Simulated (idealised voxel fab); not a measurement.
process module | voxel air gaps
cross-section cut | 170 nm wide | cells 5 nm
A cross-section is a grid of square cells, given in bands from the top down. A band is one or more rows of cells.
Each band's line starts with the height of the band's top and of its bottom, in nm. Then come its materials from left to right, each with its width in nm. One material with "throughout" fills the band from edge to edge. "air" is empty space.
Height 0 is the level under which the wafer as received is all one material. The lowest band goes on downwards, as in "0 down".
A width such as "30 to 40" changes by the same amount from each row of cells to the next, from the band's top row to its bottom row.
"no change" after a step means that no cell of the cross-section changed.
closed voids: empty space of 8 cells or more with no open way to the top, each as width x height at its distance from the left edge, in nm
after a step's settings: what the simulator itself notes on the step
overlay nm, on a step with a mask: how far to the right of its planned place the mask lay; to the left if negative
plan
1 op RECEIVE | material Si
2 op CONFORMAL_DEP | material SiO2 | thk nm 10
3 op CONFORMAL_DEP | material SiN | thk nm 5
4 op DIRECTIONAL_DEP | material lowk | thk nm 40
5 op DIRECTIONAL_DEP | material aC | thk nm 10
6 op PATTERN | tone open | mask id LINES | material resist | width nm 15 | pitch nm 45 | thk nm 25 | overlay nm 0
7 op DIRECTIONAL_ETCH | etch materials aC | depth nm 10
8 op STRIP | etch materials resist
9 op DIRECTIONAL_ETCH | etch materials lowk | depth nm 40
10 op STRIP | etch materials aC
11 op CONFORMAL_DEP | material TiN | thk nm 5
12 op FILL_DEP | material Ru | thk nm 10
13 op CMP | height nm 55
14 op EPI | material Ru | thk nm 10
15 op SELECTIVE_ETCH | etch materials lowk | depth nm 50
16 op CONFORMAL_DEP | material SiCN | thk nm 5
varied across the wafers: width nm of step 6. The plan shows the first wafer's value. All wafers start alike
first wafer as received, after step 1
  0 down: Si throughout
  closed voids: none
each wafer at the end: cells of each material gained (+) or lost (-) since it was received, then its closed voids
width nm 15 | +63 Ru | +118 SiCN | +34 SiN | +68 SiO2 | +51 TiN | closed voids: 20 x 30 at 55; 20 x 30 at 100
width nm 20 | +90 Ru | +110 SiCN | +34 SiN | +68 SiO2 | +54 TiN | closed voids: 15 x 30 at 55; 15 x 30 at 100
width nm 25 | +117 Ru | +62 SiCN | +34 SiN | +68 SiO2 | +57 TiN | +64 lowk | closed voids: none
width nm 30 | +140 Ru | +62 SiCN | +34 SiN | +68 SiO2 | +60 TiN | +48 lowk | closed voids: none
